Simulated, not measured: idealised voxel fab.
process module | voxel spacer lines
cross-section cut | 285 nm wide | cells 5 nm
A cross-section is a grid of square cells, given in bands from the top down. A band is one or more rows of cells.
Each band's line starts with the height of the band's top and of its bottom, in nm. Then come its materials from left to right, each with its width in nm. One material with "throughout" fills the band from edge to edge. "air" is empty space.
Height 0 is the level under which the wafer as received is all one material. The lowest band goes on downwards, as in "0 down".
A width such as "30 to 40" changes by the same amount from each row of cells to the next, from the band's top row to its bottom row.
"no change" after a step means that no cell of the cross-section changed.
closed voids: empty space of 8 cells or more with no open way to the top, each as width x height at its distance from the left edge, in nm
after a step's settings: what the simulator itself notes on the step
overlay nm, on a step with a mask: how far to the right of its planned place the mask lay; to the left if negative
plan
1 op RECEIVE | material Si
2 op CONFORMAL_DEP | material Al2O3 | thk nm 10
3 op DIRECTIONAL_DEP | material W | thk nm 10
4 op DIRECTIONAL_DEP | material polySi | thk nm 30
5 op PATTERN | tone cover | mask id MANDREL | material resist | width nm 20 | pitch nm 60 | thk nm 40 | overlay nm 0
6 op DIRECTIONAL_ETCH | etch materials polySi | depth nm 30
7 op STRIP | etch materials resist
8 op CONFORMAL_DEP | material SiO2 | thk nm 10
9 op DIRECTIONAL_ETCH | etch materials SiO2 | depth nm 10
10 op STRIP | etch materials polySi
11 op DIRECTIONAL_ETCH | etch materials W | depth nm 10
12 op STRIP | etch materials SiO2
as received, after step 1
  0 down: Si throughout
  closed voids: none
a wafer at the end: this start, this plan, one mistake
  20 to 10: air 100 | W 20 | air 40 | W 20 | air 105
  10 to 0: Al2O3 throughout
  0 down: Si throughout
  closed voids: none
what went wrong: step 5 ran as: op PATTERN | tone open | mask id MANDREL | material resist | width nm 20 | pitch nm 60 | thk nm 40 | overlay nm 0
